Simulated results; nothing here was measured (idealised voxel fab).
Process module under the name voxel wiring stack
The width of the displayed cross-section, cut, is 195 nm; its cells are square, with a size of 5 nm.
This document writes a cross-section as a grid whose cells are square, and gives it as bands, listed from the top down; one or more rows of cells form a band.
Band: top height; bottom height; in nm. Then, left to right: material with width in nm, for each material. "everywhere": a single material spanning edge to edge. "blank": empty space.
Heights are measured from 0, the level below which the as-received wafer is all one material; the lowest band has no bottom and continues downward, written as in "0..down".
The expression "30 to 40" gives the width at the extremes of the band, the first number at its top row of cells and the second at its bottom row, with the width changing by equal amounts from each row to the next in between.
"remained the same", as given for a step, is the statement that not any cell of the cross-section underwent a change during that step.
The entry titled "Sealed void listing" provides the empty spaces that have no open way to the top, restricted to those of 8 cells or more. Each is presented as width x height at distance, the distance being measured from the left edge, with all three in nm.
Formally, on a step line, whatever follows the settings is a remark that the simulator itself makes on the step.
For masked steps, "overlay nm" on the step line gives how far right of plan the mask actually lay; a minus sign means it lay to the left.

SO HERE'S THE LINEUP OF PROCESS STEPS WE PLANNED
- 1: RECEIVE [material Si]
- 2: CONFORMAL_DEP [material SiO2] [thk nm 15]
- 3: CONFORMAL_DEP [material SiN] [thk nm 5]
- 4: DIRECTIONAL_DEP [material lowk] [thk nm 25]
- 5: PATTERN [tone open] [mask id METAL_1] [material resist] [width nm 25] [pitch nm 45] [thk nm 20] [overlay nm 0]
- 6: DIRECTIONAL_ETCH [etch materials lowk] [depth nm 25]
- 7: DIRECTIONAL_ETCH [etch materials SiN] [depth nm 5]
- 8: STRIP [etch materials resist]
- 9: CONFORMAL_DEP [material TiN] [thk nm 5]
- 10: FILL_DEP [material Cu] [thk nm 5]
- 11: CMP [height nm 45]
- 12: CONFORMAL_DEP [material SiCN] [thk nm 5]
- 13: DIRECTIONAL_DEP [material SiO2] [thk nm 10]
- 14: MASKED_ETCH [tone open] [mask id PLUG_1] [width nm 15] [pitch nm 90] [etch materials SiO2] [depth nm 10] [overlay nm 0]
- 15: MASKED_ETCH [tone open] [mask id PLUG_1] [width nm 15] [pitch nm 90] [etch materials SiCN] [depth nm 5] [overlay nm 0]
- 16: EPI [material Ru] [thk nm 10]
- 17: EPI [material Ru] [thk nm 5]
- 18: CONFORMAL_DEP [material SiN] [thk nm 5]
- 19: DIRECTIONAL_DEP [material lowk] [thk nm 15]
- 20: PATTERN [tone open] [mask id METAL_2] [material resist] [width nm 25] [pitch nm 45] [thk nm 15] [overlay nm 0]
- 21: DIRECTIONAL_ETCH [etch materials lowk] [depth nm 15]
- 22: DIRECTIONAL_ETCH [etch materials SiN] [depth nm 5]
- 23: STRIP [etch materials resist]
- 24: CONFORMAL_DEP [material TiN] [thk nm 5]
- 25: FILL_DEP [material Cu] [thk nm 5]
- 26: CMP [height nm 80]
- 27: CONFORMAL_DEP [material SiCN] [thk nm 5]

THE FIRST OF TWO WAFERS, RUN AS PLANNED

AS RECEIVED, AFTER STEP 1
> 0..down = Si everywhere
> Sealed void listing: none

AFTER STEP 2: WAFER CROSS-SECTION
> 15..0 = SiO2 everywhere
> Everything below 0 is unchanged.

AFTER STEP 3: WAFER CROSS-SECTION
> 20..15 = SiN everywhere
> Everything below 15 is unchanged.

AFTER STEP 4: WAFER CROSS-SECTION
> 45..20 = lowk everywhere
> Everything below 20 is unchanged.

AFTER STEP 5: WAFER CROSS-SECTION
> 65..45 = resist 15 nm, then blank 25 nm, then resist 20 nm, then blank 25 nm, then resist 20 nm, then blank 25 nm, then resist 20 nm, then blank 25 nm, then resist 20 nm
> Everything below 45 is unchanged.

AFTER STEP 6: WAFER CROSS-SECTION
> 65..45 = resist 15 nm, then blank 25 nm, then resist 20 nm, then blank 25 nm, then resist 20 nm, then blank 25 nm, then resist 20 nm, then blank 25 nm, then resist 20 nm
> 45..20 = lowk 15 nm, then blank 25 nm, then lowk 20 nm, then blank 25 nm, then lowk 20 nm, then blank 25 nm, then lowk 20 nm, then blank 25 nm, then lowk 20 nm
> Everything below 20 is unchanged.

AFTER STEP 7: WAFER CROSS-SECTION
> 65..45 = resist 15 nm, then blank 25 nm, then resist 20 nm, then blank 25 nm, then resist 20 nm, then blank 25 nm, then resist 20 nm, then blank 25 nm, then resist 20 nm
> 45..20 = lowk 15 nm, then blank 25 nm, then lowk 20 nm, then blank 25 nm, then lowk 20 nm, then blank 25 nm, then lowk 20 nm, then blank 25 nm, then lowk 20 nm
> 20..15 = SiN 15 nm, then blank 25 nm, then SiN 20 nm, then blank 25 nm, then SiN 20 nm, then blank 25 nm, then SiN 20 nm, then blank 25 nm, then SiN 20 nm
> Everything below 15 is unchanged.

AFTER STEP 8: WAFER CROSS-SECTION
> 45..20 = lowk 15 nm, then blank 25 nm, then lowk 20 nm, then blank 25 nm, then lowk 20 nm, then blank 25 nm, then lowk 20 nm, then blank 25 nm, then lowk 20 nm
> Everything below 20 is unchanged.

AFTER STEP 9: WAFER CROSS-SECTION
> 50..45 = TiN 20 nm, then blank 15 nm, then TiN 30 nm, then blank 15 nm, then TiN 30 nm, then blank 15 nm, then TiN 30 nm, then blank 15 nm, then TiN 25 nm
> 45..20 = lowk 15 nm, then TiN 5 nm, then blank 15 nm, then TiN 5 nm, then lowk 20 nm, then TiN 5 nm, then blank 15 nm, then TiN 5 nm, then lowk 20 nm, then TiN 5 nm, then blank 15 nm, then TiN 5 nm, then lowk 20 nm, then TiN 5 nm, then blank 15 nm, then TiN 5 nm, then lowk 20 nm
> 20..15 = SiN 15 nm, then TiN 25 nm, then SiN 20 nm, then TiN 25 nm, then SiN 20 nm, then TiN 25 nm, then SiN 20 nm, then TiN 25 nm, then SiN 20 nm
> Everything below 15 is unchanged.

AFTER STEP 10: WAFER CROSS-SECTION
> 55..50 = Cu everywhere
> 50..45 = TiN 20 nm, then Cu 15 nm, then TiN 30 nm, then Cu 15 nm, then TiN 30 nm, then Cu 15 nm, then TiN 30 nm, then Cu 15 nm, then TiN 25 nm
> 45..20 = lowk 15 nm, then TiN 5 nm, then Cu 15 nm, then TiN 5 nm, then lowk 20 nm, then TiN 5 nm, then Cu 15 nm, then TiN 5 nm, then lowk 20 nm, then TiN 5 nm, then Cu 15 nm, then TiN 5 nm, then lowk 20 nm, then TiN 5 nm, then Cu 15 nm, then TiN 5 nm, then lowk 20 nm
> Everything below 20 is unchanged.

AFTER STEP 11: WAFER CROSS-SECTION
> 45..20 = lowk 15 nm, then TiN 5 nm, then Cu 15 nm, then TiN 5 nm, then lowk 20 nm, then TiN 5 nm, then Cu 15 nm, then TiN 5 nm, then lowk 20 nm, then TiN 5 nm, then Cu 15 nm, then TiN 5 nm, then lowk 20 nm, then TiN 5 nm, then Cu 15 nm, then TiN 5 nm, then lowk 20 nm
> Everything below 20 is unchanged.

AFTER STEP 12: WAFER CROSS-SECTION
> 50..45 = SiCN everywhere
> Everything below 45 is unchanged.

AFTER STEP 13: WAFER CROSS-SECTION
> 60..50 = SiO2 everywhere
> Everything below 50 is unchanged.

AFTER STEP 14: WAFER CROSS-SECTION
> 60..50 = SiO2 15 nm, then blank 15 nm, then SiO2 75 nm, then blank 15 nm, then SiO2 75 nm
> Everything below 50 is unchanged.

AFTER STEP 15: WAFER CROSS-SECTION
> 60..50 = SiO2 15 nm, then blank 15 nm, then SiO2 75 nm, then blank 15 nm, then SiO2 75 nm
> 50..45 = SiCN 15 nm, then blank 15 nm, then SiCN 75 nm, then blank 15 nm, then SiCN 75 nm
> Everything below 45 is unchanged.

AFTER STEP 16: WAFER CROSS-SECTION
> 60..55 = SiO2 15 nm, then blank 15 nm, then SiO2 75 nm, then blank 15 nm, then SiO2 75 nm
> 55..50 = SiO2 15 nm, then Ru 15 nm, then SiO2 75 nm, then Ru 15 nm, then SiO2 75 nm
> 50..45 = SiCN 15 nm, then Ru 15 nm, then SiCN 75 nm, then Ru 15 nm, then SiCN 75 nm
> Everything below 45 is unchanged.

AFTER STEP 17: WAFER CROSS-SECTION
> 60..50 = SiO2 15 nm, then Ru 15 nm, then SiO2 75 nm, then Ru 15 nm, then SiO2 75 nm
> Everything below 50 is unchanged.

AFTER STEP 18: WAFER CROSS-SECTION
> 65..60 = SiN everywhere
> Everything below 60 is unchanged.

AFTER STEP 19: WAFER CROSS-SECTION
> 80..65 = lowk everywhere
> Everything below 65 is unchanged.

AFTER STEP 20: WAFER CROSS-SECTION
> 95..80 = resist 15 nm, then blank 25 nm, then resist 20 nm, then blank 25 nm, then resist 20 nm, then blank 25 nm, then resist 20 nm, then blank 25 nm, then resist 20 nm
> Everything below 80 is unchanged.

AFTER STEP 21: WAFER CROSS-SECTION
> 95..80 = resist 15 nm, then blank 25 nm, then resist 20 nm, then blank 25 nm, then resist 20 nm, then blank 25 nm, then resist 20 nm, then blank 25 nm, then resist 20 nm
> 80..65 = lowk 15 nm, then blank 25 nm, then lowk 20 nm, then blank 25 nm, then lowk 20 nm, then blank 25 nm, then lowk 20 nm, then blank 25 nm, then lowk 20 nm
> Everything below 65 is unchanged.

AFTER STEP 22: WAFER CROSS-SECTION
> 95..80 = resist 15 nm, then blank 25 nm, then resist 20 nm, then blank 25 nm, then resist 20 nm, then blank 25 nm, then resist 20 nm, then blank 25 nm, then resist 20 nm
> 80..65 = lowk 15 nm, then blank 25 nm, then lowk 20 nm, then blank 25 nm, then lowk 20 nm, then blank 25 nm, then lowk 20 nm, then blank 25 nm, then lowk 20 nm
> 65..60 = SiN 15 nm, then blank 25 nm, then SiN 20 nm, then blank 25 nm, then SiN 20 nm, then blank 25 nm, then SiN 20 nm, then blank 25 nm, then SiN 20 nm
> Everything below 60 is unchanged.

AFTER STEP 23: WAFER CROSS-SECTION
> 80..65 = lowk 15 nm, then blank 25 nm, then lowk 20 nm, then blank 25 nm, then lowk 20 nm, then blank 25 nm, then lowk 20 nm, then blank 25 nm, then lowk 20 nm
> Everything below 65 is unchanged.

AFTER STEP 24: WAFER CROSS-SECTION
> 85..80 = TiN 20 nm, then blank 15 nm, then TiN 30 nm, then blank 15 nm, then TiN 30 nm, then blank 15 nm, then TiN 30 nm, then blank 15 nm, then TiN 25 nm
> 80..65 = lowk 15 nm, then TiN 5 nm, then blank 15 nm, then TiN 5 nm, then lowk 20 nm, then TiN 5 nm, then blank 15 nm, then TiN 5 nm, then lowk 20 nm, then TiN 5 nm, then blank 15 nm, then TiN 5 nm, then lowk 20 nm, then TiN 5 nm, then blank 15 nm, then TiN 5 nm, then lowk 20 nm
> 65..60 = SiN 15 nm, then TiN 25 nm, then SiN 20 nm, then TiN 25 nm, then SiN 20 nm, then TiN 25 nm, then SiN 20 nm, then TiN 25 nm, then SiN 20 nm
> Everything below 60 is unchanged.

AFTER STEP 25: WAFER CROSS-SECTION
> 90..85 = Cu everywhere
> 85..80 = TiN 20 nm, then Cu 15 nm, then TiN 30 nm, then Cu 15 nm, then TiN 30 nm, then Cu 15 nm, then TiN 30 nm, then Cu 15 nm, then TiN 25 nm
> 80..65 = lowk 15 nm, then TiN 5 nm, then Cu 15 nm, then TiN 5 nm, then lowk 20 nm, then TiN 5 nm, then Cu 15 nm, then TiN 5 nm, then lowk 20 nm, then TiN 5 nm, then Cu 15 nm, then TiN 5 nm, then lowk 20 nm, then TiN 5 nm, then Cu 15 nm, then TiN 5 nm, then lowk 20 nm
> Everything below 65 is unchanged.

AFTER STEP 26: WAFER CROSS-SECTION
> 80..65 = lowk 15 nm, then TiN 5 nm, then Cu 15 nm, then TiN 5 nm, then lowk 20 nm, then TiN 5 nm, then Cu 15 nm, then TiN 5 nm, then lowk 20 nm, then TiN 5 nm, then Cu 15 nm, then TiN 5 nm, then lowk 20 nm, then TiN 5 nm, then Cu 15 nm, then TiN 5 nm, then lowk 20 nm
> Everything below 65 is unchanged.

AFTER STEP 27: WAFER CROSS-SECTION
> 85..80 = SiCN everywhere
> Everything below 80 is unchanged.

COMPANION WAFER, THE SECOND OF TWO: SAME BEGINNING, SAME INTENDED SEQUENCE, ONE MISTAKE IN CARRYING IT OUT; THROUGH STEP 13 INCLUSIVE IT TRACKS THE FIRST EXACTLY

CROSS-SECTION OF THE SECOND WAFER CORRESPONDING TO THE PLANNED CONCLUSION OF STEP 14
> 60..50 = blank 15 nm, then SiO2 15 nm, then blank 75 nm, then SiO2 15 nm, then blank 75 nm
> Everything below 50 is unchanged.

Cross-section of the second wafer corresponding to the planned conclusion of step 15: remained the same

Cross-section of the second wafer corresponding to the planned conclusion of step 16: remained the same

Cross-section of the second wafer corresponding to the planned conclusion of step 17: remained the same

CROSS-SECTION OF THE SECOND WAFER CORRESPONDING TO THE PLANNED CONCLUSION OF STEP 18
> 65..60 = blank 10 nm, then SiN 25 nm, then blank 65 nm, then SiN 25 nm, then blank 70 nm
> 60..55 = blank 10 nm, then SiN 5 nm, then SiO2 15 nm, then SiN 5 nm, then blank 65 nm, then SiN 5 nm, then SiO2 15 nm, then SiN 5 nm, then blank 70 nm
> 55..50 = SiN 15 nm, then SiO2 15 nm, then SiN 75 nm, then SiO2 15 nm, then SiN 75 nm
> Everything below 50 is unchanged.

CROSS-SECTION OF THE SECOND WAFER CORRESPONDING TO THE PLANNED CONCLUSION OF STEP 19
> 80..70 = blank 10 nm, then lowk 25 nm, then blank 65 nm, then lowk 25 nm, then blank 70 nm
> 70..65 = lowk everywhere
> 65..60 = lowk 10 nm, then SiN 25 nm, then lowk 65 nm, then SiN 25 nm, then lowk 70 nm
> 60..55 = lowk 10 nm, then SiN 5 nm, then SiO2 15 nm, then SiN 5 nm, then lowk 65 nm, then SiN 5 nm, then SiO2 15 nm, then SiN 5 nm, then lowk 70 nm
> Everything below 55 is unchanged.

CROSS-SECTION OF THE SECOND WAFER CORRESPONDING TO THE PLANNED CONCLUSION OF STEP 20
> 95..80 = resist 15 nm, then blank 25 nm, then resist 20 nm, then blank 25 nm, then resist 20 nm, then blank 25 nm, then resist 20 nm, then blank 25 nm, then resist 20 nm
> 80..70 = resist 10 nm, then lowk 25 nm, then blank 5 nm, then resist 20 nm, then blank 25 nm, then resist 15 nm, then lowk 25 nm, then blank 5 nm, then resist 20 nm, then blank 25 nm, then resist 20 nm
> Everything below 70 is unchanged.

CROSS-SECTION OF THE SECOND WAFER CORRESPONDING TO THE PLANNED CONCLUSION OF STEP 21
> 95..80 = resist 15 nm, then blank 25 nm, then resist 20 nm, then blank 25 nm, then resist 20 nm, then blank 25 nm, then resist 20 nm, then blank 25 nm, then resist 20 nm
> 80..70 = resist 10 nm, then lowk 5 nm, then blank 25 nm, then resist 20 nm, then blank 25 nm, then resist 15 nm, then lowk 5 nm, then blank 25 nm, then resist 20 nm, then blank 25 nm, then resist 20 nm
> 70..65 = lowk 15 nm, then blank 25 nm, then lowk 20 nm, then blank 25 nm, then lowk 20 nm, then blank 25 nm, then lowk 20 nm, then blank 25 nm, then lowk 20 nm
> 65..60 = lowk 10 nm, then SiN 25 nm, then blank 5 nm, then lowk 20 nm, then blank 25 nm, then lowk 15 nm, then SiN 25 nm, then blank 5 nm, then lowk 20 nm, then blank 25 nm, then lowk 20 nm
> 60..55 = lowk 10 nm, then SiN 5 nm, then SiO2 15 nm, then SiN 5 nm, then blank 5 nm, then lowk 20 nm, then blank 25 nm, then lowk 15 nm, then SiN 5 nm, then SiO2 15 nm, then SiN 5 nm, then blank 5 nm, then lowk 20 nm, then blank 25 nm, then lowk 20 nm
> Everything below 55 is unchanged.

CROSS-SECTION OF THE SECOND WAFER CORRESPONDING TO THE PLANNED CONCLUSION OF STEP 22
> 95..80 = resist 15 nm, then blank 25 nm, then resist 20 nm, then blank 25 nm, then resist 20 nm, then blank 25 nm, then resist 20 nm, then blank 25 nm, then resist 20 nm
> 80..70 = resist 10 nm, then lowk 5 nm, then blank 25 nm, then resist 20 nm, then blank 25 nm, then resist 15 nm, then lowk 5 nm, then blank 25 nm, then resist 20 nm, then blank 25 nm, then resist 20 nm
> 70..65 = lowk 15 nm, then blank 25 nm, then lowk 20 nm, then blank 25 nm, then lowk 20 nm, then blank 25 nm, then lowk 20 nm, then blank 25 nm, then lowk 20 nm
> 65..60 = lowk 10 nm, then SiN 5 nm, then blank 25 nm, then lowk 20 nm, then blank 25 nm, then lowk 15 nm, then SiN 5 nm, then blank 25 nm, then lowk 20 nm, then blank 25 nm, then lowk 20 nm
> 60..55 = lowk 10 nm, then SiN 5 nm, then SiO2 15 nm, then SiN 5 nm, then blank 5 nm, then lowk 20 nm, then blank 25 nm, then lowk 15 nm, then SiN 5 nm, then SiO2 15 nm, then SiN 5 nm, then blank 5 nm, then lowk 20 nm, then blank 25 nm, then lowk 20 nm
> 55..50 = SiN 15 nm, then SiO2 15 nm, then SiN 5 nm, then blank 5 nm, then SiN 20 nm, then blank 25 nm, then SiN 20 nm, then SiO2 15 nm, then SiN 5 nm, then blank 5 nm, then SiN 20 nm, then blank 25 nm, then SiN 20 nm
> Everything below 50 is unchanged.

CROSS-SECTION OF THE SECOND WAFER CORRESPONDING TO THE PLANNED CONCLUSION OF STEP 23
> 80..70 = blank 10 nm, then lowk 5 nm, then blank 85 nm, then lowk 5 nm, then blank 90 nm
> Everything below 70 is unchanged.

CROSS-SECTION OF THE SECOND WAFER CORRESPONDING TO THE PLANNED CONCLUSION OF STEP 24
> 85..80 = blank 5 nm, then TiN 15 nm, then blank 75 nm, then TiN 15 nm, then blank 85 nm
> 80..75 = blank 5 nm, then TiN 5 nm, then lowk 5 nm, then TiN 5 nm, then blank 75 nm, then TiN 5 nm, then lowk 5 nm, then TiN 5 nm, then blank 85 nm
> 75..70 = TiN 10 nm, then lowk 5 nm, then TiN 5 nm, then blank 15 nm, then TiN 30 nm, then blank 15 nm, then TiN 20 nm, then lowk 5 nm, then TiN 5 nm, then blank 15 nm, then TiN 30 nm, then blank 15 nm, then TiN 25 nm
> 70..65 = lowk 15 nm, then TiN 5 nm, then blank 15 nm, then TiN 5 nm, then lowk 20 nm, then TiN 5 nm, then blank 15 nm, then TiN 5 nm, then lowk 20 nm, then TiN 5 nm, then blank 15 nm, then TiN 5 nm, then lowk 20 nm, then TiN 5 nm, then blank 15 nm, then TiN 5 nm, then lowk 20 nm
> 65..60 = lowk 10 nm, then SiN 5 nm, then TiN 25 nm, then lowk 20 nm, then TiN 5 nm, then blank 15 nm, then TiN 5 nm, then lowk 15 nm, then SiN 5 nm, then TiN 25 nm, then lowk 20 nm, then TiN 5 nm, then blank 15 nm, then TiN 5 nm, then lowk 20 nm
> 60..55 = lowk 10 nm, then SiN 5 nm, then SiO2 15 nm, then SiN 5 nm, then TiN 5 nm, then lowk 20 nm, then TiN 5 nm, then blank 15 nm, then TiN 5 nm, then lowk 15 nm, then SiN 5 nm, then SiO2 15 nm, then SiN 5 nm, then TiN 5 nm, then lowk 20 nm, then TiN 5 nm, then blank 15 nm, then TiN 5 nm, then lowk 20 nm
> 55..50 = SiN 15 nm, then SiO2 15 nm, then SiN 5 nm, then TiN 5 nm, then SiN 20 nm, then TiN 25 nm, then SiN 20 nm, then SiO2 15 nm, then SiN 5 nm, then TiN 5 nm, then SiN 20 nm, then TiN 25 nm, then SiN 20 nm
> Everything below 50 is unchanged.

CROSS-SECTION OF THE SECOND WAFER CORRESPONDING TO THE PLANNED CONCLUSION OF STEP 25
> 90..85 = Cu everywhere
> 85..80 = Cu 5 nm, then TiN 15 nm, then Cu 75 nm, then TiN 15 nm, then Cu 85 nm
> 80..75 = Cu 5 nm, then TiN 5 nm, then lowk 5 nm, then TiN 5 nm, then Cu 75 nm, then TiN 5 nm, then lowk 5 nm, then TiN 5 nm, then Cu 85 nm
> 75..70 = TiN 10 nm, then lowk 5 nm, then TiN 5 nm, then Cu 15 nm, then TiN 30 nm, then Cu 15 nm, then TiN 20 nm, then lowk 5 nm, then TiN 5 nm, then Cu 15 nm, then TiN 30 nm, then Cu 15 nm, then TiN 25 nm
> 70..65 = lowk 15 nm, then TiN 5 nm, then Cu 15 nm, then TiN 5 nm, then lowk 20 nm, then TiN 5 nm, then Cu 15 nm, then TiN 5 nm, then lowk 20 nm, then TiN 5 nm, then Cu 15 nm, then TiN 5 nm, then lowk 20 nm, then TiN 5 nm, then Cu 15 nm, then TiN 5 nm, then lowk 20 nm
> 65..60 = lowk 10 nm, then SiN 5 nm, then TiN 25 nm, then lowk 20 nm, then TiN 5 nm, then Cu 15 nm, then TiN 5 nm, then lowk 15 nm, then SiN 5 nm, then TiN 25 nm, then lowk 20 nm, then TiN 5 nm, then Cu 15 nm, then TiN 5 nm, then lowk 20 nm
> 60..55 = lowk 10 nm, then SiN 5 nm, then SiO2 15 nm, then SiN 5 nm, then TiN 5 nm, then lowk 20 nm, then TiN 5 nm, then Cu 15 nm, then TiN 5 nm, then lowk 15 nm, then SiN 5 nm, then SiO2 15 nm, then SiN 5 nm, then TiN 5 nm, then lowk 20 nm, then TiN 5 nm, then Cu 15 nm, then TiN 5 nm, then lowk 20 nm
> Everything below 55 is unchanged.

CROSS-SECTION OF THE SECOND WAFER CORRESPONDING TO THE PLANNED CONCLUSION OF STEP 26
> 80..75 = Cu 5 nm, then TiN 5 nm, then lowk 5 nm, then TiN 5 nm, then Cu 75 nm, then TiN 5 nm, then lowk 5 nm, then TiN 5 nm, then Cu 85 nm
> Everything below 75 is unchanged.

CROSS-SECTION OF THE SECOND WAFER CORRESPONDING TO THE PLANNED CONCLUSION OF STEP 27
> 85..80 = SiCN everywhere
> Everything below 80 is unchanged.
Want to know what went wrong? heads up, step 14 didn't go per plan, it actually ran as MASKED_ETCH [tone cover] [mask id PLUG_1] [width nm 15] [pitch nm 90] [etch materials SiO2] [depth nm 10] [overlay nm 0]
Final difference in cells, second wafer against first, listed per material as more or fewer: Cu: 33 more | Ru: 18 fewer | SiCN: 6 more | SiN: 8 more | SiO2: 54 fewer | TiN: 25 more
